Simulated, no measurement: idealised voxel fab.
This section sets out a process module, namely voxel ribs on slabs.
The figure presents cross-section cut, which has a width of 285 nm and is divided into square cells with an edge length of 5 nm.
A cross-section is written here as square cells arranged in a grid, and it is given in bands from the top down, each band taking up one or more rows of cells.
The band entry comprises the height of the band's top followed by the height of its bottom, expressed in nm, and subsequently the band's materials from left to right, each stated together with its width in nm. Where a single material is marked with the word "all across", that material fills the band from edge to edge. The word "air" represents empty space.
It should be noted that heights are counted from 0, beneath which the wafer as supplied is of one material throughout, and that the lowest band possesses no lower boundary but continues downward, as written in "0 down".
Quick explanation for "30 to 40": the width changes in equal steps down the rows of cells, from the first number in the band's top row to the second number in its bottom row.
Step note "no alteration" = no cross-section cell changed.
"Unvented voids" - sealed voids, min. 8 cells, no opening to top; format: width x height at distance (distance from left edge; nm throughout).
Text after the settings on a step's line: the simulator's own remark on that step.
The optional step-line setting "overlay nm" applies to steps with a mask and quantifies how far to the right of its planned location the mask lay, a negative value indicating leftward placement.
The following list gives the planned process steps:
step 1: RECEIVE with material Si
step 2: DIRECTIONAL_DEP with material SiO2, thk nm 20
step 3: DIRECTIONAL_DEP with material polySi, thk nm 15
step 4: MASKED_ETCH with tone cover, mask id RIB, width nm 20, etch materials polySi, depth nm 5, overlay nm 0
step 5: DIRECTIONAL_DEP with material aC, thk nm 10
step 6: PATTERN with tone cover, mask id SLAB, material resist, width nm 50, thk nm 25, overlay nm -15
step 7: DIRECTIONAL_ETCH with etch materials aC, depth nm 10
step 8: STRIP with etch materials resist
step 9: DIRECTIONAL_ETCH with etch materials polySi, depth nm 10
step 10: STRIP with etch materials aC
step 11: FILL_DEP with material SiO2, thk nm 20
step 12: CMP with height nm 45
step 13: DIRECTIONAL_DEP with material TiN, thk nm 5
step 14: PATTERN with tone cover, mask id HEATER, material resist, width nm 30, thk nm 20, overlay nm 0
step 15: DIRECTIONAL_ETCH with etch materials TiN, depth nm 5
step 16: STRIP with etch materials resist
step 17: CONFORMAL_DEP with material SiO2, thk nm 10
Split variable: overlay nm, step 6. Plan value = first wafer. Wafers start alike.
After step 1, as received: first of several wafers, cross-section:
- 0 down  Si all across
- Unvented voids: none
The table below has one row for each wafer; a row shows, as of the end of the module, how many cells of each material the wafer has gained, marked (+), or lost, marked (-), since it was received, and then the wafer's closed voids:
overlay nm -15, +607 SiO2, +6 TiN, +24 polySi, Unvented voids: none
overlay nm -10, +607 SiO2, +6 TiN, +24 polySi, Unvented voids: none
overlay nm -5, +607 SiO2, +6 TiN, +24 polySi, Unvented voids: none
overlay nm 0, +607 SiO2, +6 TiN, +24 polySi, Unvented voids: none
overlay nm 5, +607 SiO2, +6 TiN, +24 polySi, Unvented voids: none
overlay nm 10, +607 SiO2, +6 TiN, +24 polySi, Unvented voids: none
overlay nm 15, +607 SiO2, +6 TiN, +24 polySi, Unvented voids: none
